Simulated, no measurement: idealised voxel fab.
process module | voxel transistor to metal
cross-section cut | 185 nm wide | cells 5 nm
A cross-section is a grid of square cells, given in bands from the top down. A band is one or more rows of cells.
Each band's line starts with the height of the band's top and of its bottom, in nm. Then come its materials from left to right, each with its width in nm. One material with "throughout" fills the band from edge to edge. "air" is empty space.
Height 0 is the level under which the wafer as received is all one material. The lowest band goes on downwards, as in "0 down".
A width such as "30 to 40" changes by the same amount from each row of cells to the next, from the band's top row to its bottom row.
"no change" after a step means that no cell of the cross-section changed.
closed voids: empty space of 8 cells or more with no open way to the top, each as width x height at its distance from the left edge, in nm
after a step's settings: what the simulator itself notes on the step
overlay nm, on a step with a mask: how far to the right of its planned place the mask lay; to the left if negative
plan
1 op RECEIVE | material Si
2 op OXIDIZE | depth nm 5
3 op CONFORMAL_DEP | material SiN | thk nm 10
4 op MASKED_ETCH | tone cover | mask id ACTIVE | width nm 100 | etch materials SiN | depth nm 10 | overlay nm 0
5 op MASKED_ETCH | tone cover | mask id ACTIVE | width nm 100 | etch materials SiO2 | depth nm 5 | overlay nm 0
6 op MASKED_ETCH | tone cover | mask id ACTIVE | width nm 100 | etch materials Si | depth nm 20 | overlay nm 0
7 op OXIDIZE | depth nm 5
8 op FILL_DEP | material SiO2 | thk nm 10
9 op CMP | height nm 10
10 op SELECTIVE_ETCH | etch materials SiO2 | depth nm 10
11 op STRIP | etch materials SiN
12 op SELECTIVE_ETCH | etch materials SiO2 | depth nm 5
13 op OXIDIZE | depth nm 5
14 op DIRECTIONAL_DEP | material polySi | thk nm 25
15 op DIRECTIONAL_DEP | material SiCN | thk nm 15
16 op PATTERN | tone cover | mask id GATE | material resist | width nm 20 | thk nm 20 | overlay nm 0
17 op DIRECTIONAL_ETCH | etch materials SiCN | depth nm 25
18 op DIRECTIONAL_ETCH | etch materials polySi | depth nm 35
19 op STRIP | etch materials resist
20 op CONFORMAL_DEP | material SiN | thk nm 5
21 op DIRECTIONAL_ETCH | etch materials SiN | depth nm 5
22 op DIRECTIONAL_ETCH | etch materials SiO2 | depth nm 5
23 op DIRECTIONAL_ETCH | etch materials Si | depth nm 10
24 op EPI | material nSi | thk nm 15
25 op FILL_DEP | material SiO2 | thk nm 10
26 op CMP | height nm 35
27 op DIRECTIONAL_DEP | material SiO2 | thk nm 15
28 op DIRECTIONAL_DEP | material aC | thk nm 10
29 op PATTERN | tone open | mask id CONTACT | material resist | width nm 15 | pitch nm 75 | thk nm 25 | overlay nm 0
30 op DIRECTIONAL_ETCH | etch materials aC | depth nm 10
31 op STRIP | etch materials resist
32 op DIRECTIONAL_ETCH | etch materials SiO2 | depth nm 55
33 op STRIP | etch materials aC
34 op CONFORMAL_DEP | material TiN | thk nm 5
35 op FILL_DEP | material W | thk nm 10
36 op CMP | height nm 50
37 op CONFORMAL_DEP | material SiCN | thk nm 5
38 op DIRECTIONAL_DEP | material lowk | thk nm 25
39 op PATTERN | tone open | mask id METAL_1 | material resist | width nm 15 | pitch nm 75 | thk nm 20 | overlay nm 0
40 op DIRECTIONAL_ETCH | etch materials lowk | depth nm 25
41 op DIRECTIONAL_ETCH | etch materials SiCN | depth nm 5
42 op STRIP | etch materials resist
43 op CONFORMAL_DEP | material TiN | thk nm 5
44 op FILL_DEP | material Ru | thk nm 5
45 op CMP | height nm 80
46 op CONFORMAL_DEP | material SiN | thk nm 5
as received, after step 1
  0 down: Si throughout
  closed voids: none
first wafer at the end, as planned
  85 to 80: SiN throughout
  80 to 55: lowk 45 | TiN 5 | Ru 5 | TiN 5 | lowk 60 | TiN 5 | Ru 5 | TiN 5 | lowk 50
  55 to 50: SiCN 45 | TiN 15 | SiCN 60 | TiN 15 | SiCN 50
  50 to 35: SiO2 45 | TiN 5 | W 5 | TiN 5 | SiO2 60 | TiN 5 | W 5 | TiN 5 | SiO2 50
  35 to 20: SiO2 45 | TiN 5 | W 5 | TiN 5 | SiO2 15 | SiN 5 | SiCN 20 | SiN 5 | SiO2 15 | TiN 5 | W 5 | TiN 5 | SiO2 50
  20 to 5: SiO2 45 | TiN 5 | W 5 | TiN 5 | SiO2 15 | SiN 5 | polySi 20 | SiN 5 | SiO2 15 | TiN 5 | W 5 | TiN 5 | SiO2 50
  5 to 0: SiO2 45 | TiN 5 | W 5 | TiN 5 | nSi 15 | SiN 5 | polySi 20 | SiN 5 | nSi 15 | TiN 5 | W 5 | TiN 5 | SiO2 50
  0 to -5: SiO2 45 | TiN 15 | nSi 15 | SiN 5 | polySi 20 | SiN 5 | nSi 15 | TiN 15 | SiO2 50
  -5 to -10: SiO2 40 | nSi 35 | SiO2 30 | nSi 35 | SiO2 45
  -10 to -20: SiO2 45 | nSi 30 | Si 30 | nSi 30 | SiO2 50
  -20 to -30: SiO2 45 | Si 90 | SiO2 50
  -30 down: Si throughout
  closed voids: none
second wafer at the end: like start, like plan, one mistake
  85 to 80: SiN throughout
  80 to 55: lowk 45 | TiN 5 | Ru 5 | TiN 5 | lowk 60 | TiN 5 | Ru 5 | TiN 5 | lowk 50
  55 to 50: SiCN 45 | TiN 15 | SiCN 60 | TiN 15 | SiCN 50
  50 to 35: SiO2 45 | TiN 5 | W 5 | TiN 5 | SiO2 60 | TiN 5 | W 5 | TiN 5 | SiO2 50
  35 to 20: SiO2 45 | TiN 5 | W 5 | TiN 5 | SiO2 10 | SiN 5 | SiCN 20 | SiN 5 | SiO2 20 | TiN 5 | W 5 | TiN 5 | SiO2 50
  20 to 10: SiO2 45 | TiN 5 | W 5 | TiN 5 | SiO2 10 | SiN 5 | polySi 20 | SiN 5 | SiO2 20 | TiN 5 | W 5 | TiN 5 | SiO2 50
  10 to 5: SiO2 45 | TiN 15 | SiO2 10 | SiN 5 | polySi 20 | SiN 5 | SiO2 20 | TiN 5 | W 5 | TiN 5 | SiO2 50
  5 to 0: SiO2 45 | TiN 10 | nSi 15 | SiN 5 | polySi 20 | SiN 5 | nSi 15 | SiO2 5 | TiN 5 | W 5 | TiN 5 | SiO2 50
  0 to -5: SiO2 45 | TiN 10 | nSi 15 | SiN 5 | polySi 20 | SiN 5 | nSi 15 | SiO2 5 | TiN 15 | SiO2 50
  -5 to -10: SiO2 40 | nSi 30 | SiO2 30 | nSi 40 | SiO2 45
  -10 to -20: SiO2 45 | nSi 25 | Si 30 | nSi 35 | SiO2 50
  -20 to -30: SiO2 45 | Si 90 | SiO2 50
  -30 down: Si throughout
  closed voids: none
what went wrong: step 16 ran as: op PATTERN | tone cover | mask id GATE | material resist | width nm 20 | thk nm 20 | overlay nm -5
at the end the second wafer has, in cells: 2 more of SiO2 | 2 fewer of W
